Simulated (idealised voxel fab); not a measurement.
You're looking at the process module voxel local oxidation.
Cross-sectional view cut (width: 265 nm; square cell size: 5 nm).
A cross-section in this document is a grid of square cells, and it is written down as bands, the top band listed before the ones below it; a band is made up of one or more rows of cells.
A band entry consists of two parts. The first gives the height of the band's top and the height of its bottom, in nm. The rest lists the band's materials from left to right, each with its width in nm. A single material labelled with the word "full width" fills the band from edge to edge, and the word "air" marks empty space.
Heights are reckoned from 0. Under this level, the received wafer is all of one material. The bottommost band is open-ended downward, for example "0..down".
Think of "30->40" as a width that walks from the first number to the second as you go down the band, top row to bottom row, taking equal-sized steps from row to row.
Key: "no modification" - step with no changed cell in the cross-section.
Listed in "Enclosed void entries": every empty space of 8 or more cells without an open way to the top. Form: width x height at distance, the distance being from the left edge, all in nm.
Whatever follows a step's settings on its line is a remark the simulator itself makes about that step.
If you see "overlay nm" on a step's line and that step has a mask, it's telling you how far right of where it was planned the mask ended up; a negative number means it went left instead.

**The planned process steps are enumerated hereunder**
1. op RECEIVE | material Si
2. op OXIDIZE | depth nm 5
3. op CONFORMAL_DEP | material SiN | thk nm 15
4. op MASKED_ETCH | tone cover | mask id ACTIVE | width nm 100 | etch materials SiN | depth nm 15 | overlay nm 0
5. op SELECTIVE_ETCH | etch materials SiO2 | depth nm 5
6. op OXIDIZE | depth nm 10
7. op STRIP | etch materials SiN

**Cross-section: wafer on arrival = after step 1**
* 0..down | Si full width
* Enclosed void entries: none

**Post-module cross-section: identical start and plan to those above, one misstep in execution**
* 0..-5 | SiO2 75; air 110; SiO2 80
* -5..-15 | Si 65; SiO2 130; Si 70
* -15..down | Si full width
* Enclosed void entries: none
Run error: step 4 ran with different settings than intended, the actual operation and settings being op MASKED_ETCH | tone open | mask id ACTIVE | width nm 100 | etch materials SiN | depth nm 15 | overlay nm 0
